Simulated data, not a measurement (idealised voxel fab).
process module | voxel self aligned contacts
cross-section cut | 285 nm wide | cells 5 nm
Heads up, the way a cross-section reads in here is a grid of square cells, handed over as bands from the top down, with every band being one or more rows of cells. Per band: top height and bottom height in nm, followed by the left-to-right materials and their widths in nm; "everywhere" marks a single material spanning edge to edge, "air" marks empty space. For the purposes of this specification, 0 denotes the height below which the wafer in its as-received condition is composed wholly of one material, and the lowermost band, lacking a lower limit, extends downward without end, as expressed in "top 0, no bottom". Top row gets the first number, bottom row gets the second, and each row in between changes by the same step: that is how a band width like "30 to 40" works. You'll sometimes find "no change occurred" written for a step, and that's the way of saying that nowhere in the cross-section did a cell change during that step. You'll see "Closed-off voids" listing empty spaces that have no way open to the top, as long as they're 8 cells or more; the notation is width x height at distance, where the distance is from the left edge, and all of it is in nm. after a step's settings: what the simulator itself notes on the step. "overlay nm" denotes, for a step that has a mask, the displacement of the mask to the right of its planned place, with negative values corresponding to the left.
[Set out below are the planned steps of the process]
1 RECEIVE [material Si]
2 OXIDIZE [depth nm 5]
3 DIRECTIONAL_DEP [material polySi] [thk nm 30]
4 DIRECTIONAL_DEP [material SiN] [thk nm 20]
5 MASKED_ETCH [tone cover] [mask id GATE] [width nm 25] [pitch nm 60] [etch materials SiN] [depth nm 20] [overlay nm 0]
6 MASKED_ETCH [tone cover] [mask id GATE] [width nm 25] [pitch nm 60] [etch materials polySi] [depth nm 30] [overlay nm 0]
7 CONFORMAL_DEP [material SiN] [thk nm 5]
8 DIRECTIONAL_ETCH [etch materials SiN] [depth nm 5]
9 FILL_DEP [material SiO2] [thk nm 15]
10 CMP [height nm 60]
11 DIRECTIONAL_DEP [material aC] [thk nm 10]
12 PATTERN [tone open] [mask id CONTACT] [material resist] [width nm 45] [thk nm 30] [overlay nm 0]
13 DIRECTIONAL_ETCH [etch materials aC] [depth nm 10]
14 STRIP [etch materials resist]
15 DIRECTIONAL_ETCH [etch materials SiO2] [depth nm 65]
16 STRIP [etch materials aC]
17 CONFORMAL_DEP [material TiN] [thk nm 5]
18 FILL_DEP [material W] [thk nm 10]
19 CMP [height nm 60]
20 CONFORMAL_DEP [material SiCN] [thk nm 5]
[This is the cross-section of the wafer as we received it, i.e. after step 1]
	top 0, no bottom | Si everywhere
	Closed-off voids: none
[The plan above was carried out on the starting structure above with one mistake, and this cross-section shows the wafer at the end of the module]
	top 65, bottom 60 | SiCN everywhere
	top 60, bottom 35 | 95 nm SiO2, then 5 nm SiN, then 25 nm polySi, then 5 nm SiN, then 5 nm TiN, then 15 nm W, then 5 nm TiN, then 5 nm SiN, then 25 nm polySi, then 5 nm SiN, then 95 nm SiO2
	top 35, bottom 30 | 95 nm SiO2, then 5 nm SiN, then 25 nm polySi, then 5 nm SiN, then 25 nm TiN, then 5 nm SiN, then 25 nm polySi, then 5 nm SiN, then 95 nm SiO2
	top 30, bottom 0 | polySi everywhere
	top 0, bottom -5 | SiO2 everywhere
	top -5, no bottom | Si everywhere
	Closed-off voids: none
So what did we get wrong on this run? step 3 was run twice
